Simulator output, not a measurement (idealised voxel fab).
process module | voxel spacer lines
The width of the displayed cross-section, cut, is 180 nm; its cells are square, with a size of 5 nm.
Cross-section spec: square-cell grid; bands listed top down; each band is one or more rows. This entry defines a band. It first specifies the height of the band's top and the height of its bottom in nm, and then specifies the band's materials from left to right, stating each material with its width in nm. The word "throughout" identifies a single material that fills the band from edge to edge, while the word "blank" identifies empty space. Beneath 0, the wafer as received is one material, and that level is where height counting begins. The lowest band goes on downward without a bottom; it is written like "0 and below". With a width like "30 to 40", each row of cells in the band differs from the next by the same amount, the top row carrying the first number and the bottom row the second. It should be understood that the words "no modifications", when stated for a given step, signify that the cross-section underwent no change in any of its cells during that step. Listed in "Internal closed voids": every empty space of 8 or more cells without an open way to the top. Form: width x height at distance, the distance being from the left edge, all in nm. Anything after a step's settings on that line? It's the simulator's own note about the step. overlay nm: right-of-plan distance of the mask on a masked step; negative values mean left-of-plan.
Steps planned for the process:
- 1: RECEIVE | material Si
- 2: CONFORMAL_DEP | material Al2O3 | thk nm 5
- 3: DIRECTIONAL_DEP | material TiN | thk nm 15
- 4: DIRECTIONAL_DEP | material polySi | thk nm 25
- 5: PATTERN | tone cover | mask id MANDREL | material resist | width nm 25 | pitch nm 80 | thk nm 30 | overlay nm 0
- 6: DIRECTIONAL_ETCH | etch materials polySi | depth nm 25
- 7: STRIP | etch materials resist
- 8: CONFORMAL_DEP | material SiO2 | thk nm 15
- 9: DIRECTIONAL_ETCH | etch materials SiO2 | depth nm 15
- 10: STRIP | etch materials polySi
- 11: DIRECTIONAL_ETCH | etch materials TiN | depth nm 15
- 12: STRIP | etch materials SiO2
The cross-section here shows the wafer as received, i.e. in its state after step 1:
    0 and below: Si throughout
    Internal closed voids: none
First of two wafers at the end of the module, shown in cross-section; run carried out as planned:
    20 down to 5: 20 blank | 15 TiN | 25 blank | 15 TiN | 25 blank | 15 TiN | 25 blank | 15 TiN | 25 blank
    5 down to 0: Al2O3 throughout
    0 and below: Si throughout
    Internal closed voids: none
Same start, same plan as the first wafer - but one mistake in the run. Cross-section of the second of the two at the end of the module:
    20 down to 5: 30 blank | 15 TiN | 25 blank | 15 TiN | 25 blank | 15 TiN | 25 blank | 15 TiN | 15 blank
    5 down to 0: Al2O3 throughout
    0 and below: Si throughout
    Internal closed voids: none
What went wrong in running the wafer? step 5 ran with different settings than intended, the actual operation and settings being PATTERN | tone cover | mask id MANDREL | material resist | width nm 25 | pitch nm 80 | thk nm 30 | overlay nm 10
Both wafers, final: cells per material equal; arrangement not.
